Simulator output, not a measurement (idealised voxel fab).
This section sets out a process module, namely voxel gate over fins.
Shown is cross-section cut, with a width of 210 nm and square cells of size 5 nm.
Square cells in a grid make up a cross-section in this document, and the grid is given as bands, listed from the top down, each one or more rows of cells. Band entry format. Leading values: height of top, height of bottom, nm. Remainder: materials in left-to-right order, each with its width in nm. Special words: "full width" on a single material, which then fills the band edge to edge; "air", empty space. Below 0: as-received wafer, all one material; heights counted from there. Lowest band: no bottom, goes on down, written "z 0 and below". Read "30 to 40" as a graded width: first number on top, second number at the bottom, same change between each pair of neighbouring rows. Take "remained unchanged" at face value: in the step it is given for, the cross-section changed in none of its cells. "Sealed void listing" lists enclosed empty spaces (at least 8 cells, no open path upward to the top), each as width x height at distance from the left edge, in nm. Whatever follows a step's settings on its line is a remark the simulator itself makes about that step. The line of a step may include "overlay nm". On a step with a mask, this value is how far to the right of its planned place the mask lay. A negative value means the mask lay to the left.

So here's the lineup of process steps we planned
1: op RECEIVE | material Si
2: op CONFORMAL_DEP | material SiN | thk nm 5
3: op DIRECTIONAL_DEP | material aC | thk nm 10
4: op PATTERN | tone cover | mask id FINS | material resist | width nm 15 | pitch nm 60 | thk nm 25 | overlay nm 0
5: op DIRECTIONAL_ETCH | etch materials aC | depth nm 10
6: op STRIP | etch materials resist
7: op DIRECTIONAL_ETCH | etch materials SiN | depth nm 5
8: op DIRECTIONAL_ETCH | etch materials Si | depth nm 35
9: op STRIP | etch materials aC
10: op FILL_DEP | material SiO2 | thk nm 5
11: op CMP | height nm 5
12: op DIRECTIONAL_DEP | material aC | thk nm 10
13: op PATTERN | tone open | mask id RAIL | material resist | width nm 15 | thk nm 25 | overlay nm -15
14: op DIRECTIONAL_ETCH | etch materials aC | depth nm 10
15: op STRIP | etch materials resist
16: op DIRECTIONAL_ETCH | etch materials SiO2 | depth nm 35
17: op STRIP | etch materials aC
18: op CONFORMAL_DEP | material TiN | thk nm 5
19: op FILL_DEP | material Ru | thk nm 5
20: op CMP | height nm 5
21: op SELECTIVE_ETCH | etch materials W Ru TiN | depth nm 20
22: op FILL_DEP | material SiO2 | thk nm 5
23: op CMP | height nm 5
24: op SELECTIVE_ETCH | etch materials SiO2 | depth nm 15
25: op STRIP | etch materials SiN
26: op CONFORMAL_DEP | material HfO2 | thk nm 5
27: op CONFORMAL_DEP | material TiN | thk nm 5
28: op FILL_DEP | material W | thk nm 10
29: op CMP | height nm 15
30: op CONFORMAL_DEP | material SiN | thk nm 10
For clarity, it should be stated that the wafers under discussion commence in an identical condition and differ with respect to the overlay nm of step 13, the plan indicating the value that the first wafer had.

Received wafers, first of several: cross-section after step 1
- z 0 and below: Si full width
- Sealed void listing: none

First of several wafers, sectioned at end of module (last step: step 30)
- z 25 to 15: SiN full width
- z 15 to 10: W full width
- z 10 to 5: W: 55 / TiN: 35 / W: 25 / TiN: 35 / W: 60
- z 5 to 0: W: 55 / TiN: 5 / HfO2: 25 / TiN: 5 / W: 25 / TiN: 5 / HfO2: 25 / TiN: 5 / W: 60
- z 0 to -5: TiN: 60 / HfO2: 5 / Si: 15 / HfO2: 5 / TiN: 35 / HfO2: 5 / Si: 15 / HfO2: 5 / TiN: 65
- z -5 to -10: HfO2: 65 / Si: 15 / HfO2: 45 / Si: 15 / HfO2: 70
- z -10 to -15: SiO2: 65 / Si: 15 / SiO2: 45 / Si: 15 / SiO2: 70
- z -15 to -25: SiO2: 65 / Si: 15 / TiN: 5 / Ru: 5 / TiN: 5 / SiO2: 30 / Si: 15 / SiO2: 70
- z -25 to -30: SiO2: 65 / Si: 15 / TiN: 15 / SiO2: 30 / Si: 15 / SiO2: 70
- z -30 to -35: SiO2: 65 / Si: 15 / SiO2: 45 / Si: 15 / SiO2: 70
- z -35 and below: Si full width
- Sealed void listing: none

End of module: cross-section, last of several wafers
- z 25 to 15: SiN full width
- z 15 to 10: W full width
- z 10 to 5: W: 55 / TiN: 35 / W: 25 / TiN: 35 / W: 60
- z 5 to 0: W: 55 / TiN: 5 / HfO2: 25 / TiN: 5 / W: 25 / TiN: 5 / HfO2: 25 / TiN: 5 / W: 60
- z 0 to -5: TiN: 60 / HfO2: 5 / Si: 15 / HfO2: 5 / TiN: 35 / HfO2: 5 / Si: 15 / HfO2: 5 / TiN: 65
- z -5 to -10: HfO2: 65 / Si: 15 / HfO2: 45 / Si: 15 / HfO2: 70
- z -10 to -15: SiO2: 65 / Si: 15 / SiO2: 45 / Si: 15 / SiO2: 70
- z -15 to -25: SiO2: 65 / Si: 15 / SiO2: 30 / TiN: 5 / Ru: 5 / TiN: 5 / Si: 15 / SiO2: 70
- z -25 to -30: SiO2: 65 / Si: 15 / SiO2: 30 / TiN: 15 / Si: 15 / SiO2: 70
- z -30 to -35: SiO2: 65 / Si: 15 / SiO2: 45 / Si: 15 / SiO2: 70
- z -35 and below: Si full width
- Sealed void listing: none

What follows is a table in which each wafer occupies a row; for the wafer as it stands at the close of the module, the row states, material by material, how many cells have been gained (+) or lost (-) since receipt, and then gives its closed voids
overlay nm -15; +50 HfO2; +2 Ru; -252 Si; +84 SiN; +171 SiO2; +57 TiN; +98 W; Sealed void listing: none
overlay nm -10; +50 HfO2; +2 Ru; -252 Si; +84 SiN; +171 SiO2; +57 TiN; +98 W; Sealed void listing: none
overlay nm -5; +50 HfO2; +2 Ru; -252 Si; +84 SiN; +171 SiO2; +57 TiN; +98 W; Sealed void listing: none
overlay nm 0; +50 HfO2; +2 Ru; -252 Si; +84 SiN; +171 SiO2; +57 TiN; +98 W; Sealed void listing: none
overlay nm 5; +50 HfO2; +2 Ru; -252 Si; +84 SiN; +171 SiO2; +57 TiN; +98 W; Sealed void listing: none
overlay nm 10; +50 HfO2; +2 Ru; -252 Si; +84 SiN; +171 SiO2; +57 TiN; +98 W; Sealed void listing: none
overlay nm 15; +50 HfO2; +2 Ru; -252 Si; +84 SiN; +171 SiO2; +57 TiN; +98 W; Sealed void listing: none
